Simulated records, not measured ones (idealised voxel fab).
process module | voxel wiring stack
cross-section cut | 190 nm wide | cells 5 nm
A cross-section is a grid of square cells, given in bands from the top down. A band is one or more rows of cells.
Each band's line starts with the height of the band's top and of its bottom, in nm. Then come its materials from left to right, each with its width in nm. One material with "throughout" fills the band from edge to edge. "air" is empty space.
Height 0 is the level under which the wafer as received is all one material. The lowest band goes on downwards, as in "0 down".
A width such as "30 to 40" changes by the same amount from each row of cells to the next, from the band's top row to its bottom row.
"no change" after a step means that no cell of the cross-section changed.
closed voids: empty space of 8 cells or more with no open way to the top, each as width x height at its distance from the left edge, in nm
after a step's settings: what the simulator itself notes on the step
overlay nm, on a step with a mask: how far to the right of its planned place the mask lay; to the left if negative
plan
1 op RECEIVE | material Si
2 op CONFORMAL_DEP | material SiO2 | thk nm 15
3 op CONFORMAL_DEP | material SiN | thk nm 5
4 op DIRECTIONAL_DEP | material lowk | thk nm 20
5 op PATTERN | tone open | mask id METAL_1 | material resist | width nm 25 | pitch nm 45 | thk nm 15 | overlay nm 0
6 op DIRECTIONAL_ETCH | etch materials lowk | depth nm 20
7 op DIRECTIONAL_ETCH | etch materials SiN | depth nm 5
8 op STRIP | etch materials resist
9 op CONFORMAL_DEP | material TiN | thk nm 5
10 op FILL_DEP | material Cu | thk nm 10
11 op CMP | height nm 40
12 op CONFORMAL_DEP | material SiCN | thk nm 5
13 op DIRECTIONAL_DEP | material lowk | thk nm 10
14 op PATTERN | tone open | mask id PLUG_1 | material resist | width nm 15 | pitch nm 90 | thk nm 20 | overlay nm 0
15 op DIRECTIONAL_ETCH | etch materials lowk | depth nm 10
16 op DIRECTIONAL_ETCH | etch materials SiCN | depth nm 5
17 op STRIP | etch materials resist
18 op CONFORMAL_DEP | material TiN | thk nm 5
19 op FILL_DEP | material W | thk nm 5
20 op CMP | height nm 55
21 op CONFORMAL_DEP | material SiN | thk nm 5
22 op DIRECTIONAL_DEP | material lowk | thk nm 20
23 op MASKED_ETCH | tone open | mask id METAL_2 | width nm 25 | pitch nm 45 | etch materials lowk | depth nm 20 | overlay nm 0
24 op MASKED_ETCH | tone open | mask id METAL_2 | width nm 25 | pitch nm 45 | etch materials SiN | depth nm 5 | overlay nm 0
25 op CONFORMAL_DEP | material TiN | thk nm 5
26 op FILL_DEP | material Cu | thk nm 10
27 op CMP | height nm 80
28 op EPI | material Ru | thk nm 5
29 op FILL_DEP | material SiCN | thk nm 5
as received, after step 1
  0 down: Si throughout
  closed voids: none
a wafer at the end: this start, this plan, one mistake
  90 to 85: SiCN throughout
  85 to 80: SiCN 10 | Ru 35 | SiCN 10 | Ru 35 | SiCN 10 | Ru 35 | SiCN 10 | Ru 35 | SiCN 10
  80 to 60: lowk 15 | TiN 5 | Cu 15 | TiN 5 | lowk 20 | TiN 5 | Cu 15 | TiN 5 | lowk 20 | TiN 5 | Cu 15 | TiN 5 | lowk 20 | TiN 5 | Cu 15 | TiN 5 | lowk 15
  60 to 55: SiN 15 | TiN 25 | SiN 20 | TiN 25 | SiN 20 | TiN 25 | SiN 20 | TiN 25 | SiN 15
  55 to 45: lowk 15 | TiN 5 | W 5 | TiN 5 | lowk 75 | TiN 5 | W 5 | TiN 5 | lowk 70
  45 to 40: SiCN 15 | TiN 15 | SiCN 75 | TiN 15 | SiCN 70
  40 to 35: TiN 20 | Cu 15 | TiN 30 | Cu 15 | TiN 30 | Cu 15 | TiN 30 | Cu 15 | TiN 20
  35 to 20: lowk 15 | TiN 5 | Cu 15 | TiN 5 | lowk 20 | TiN 5 | Cu 15 | TiN 5 | lowk 20 | TiN 5 | Cu 15 | TiN 5 | lowk 20 | TiN 5 | Cu 15 | TiN 5 | lowk 15
  20 to 15: lowk 15 | TiN 25 | lowk 20 | TiN 25 | lowk 20 | TiN 25 | lowk 20 | TiN 25 | lowk 15
  15 to 0: SiO2 throughout
  0 down: Si throughout
  closed voids: none
what went wrong: step 3 was left out
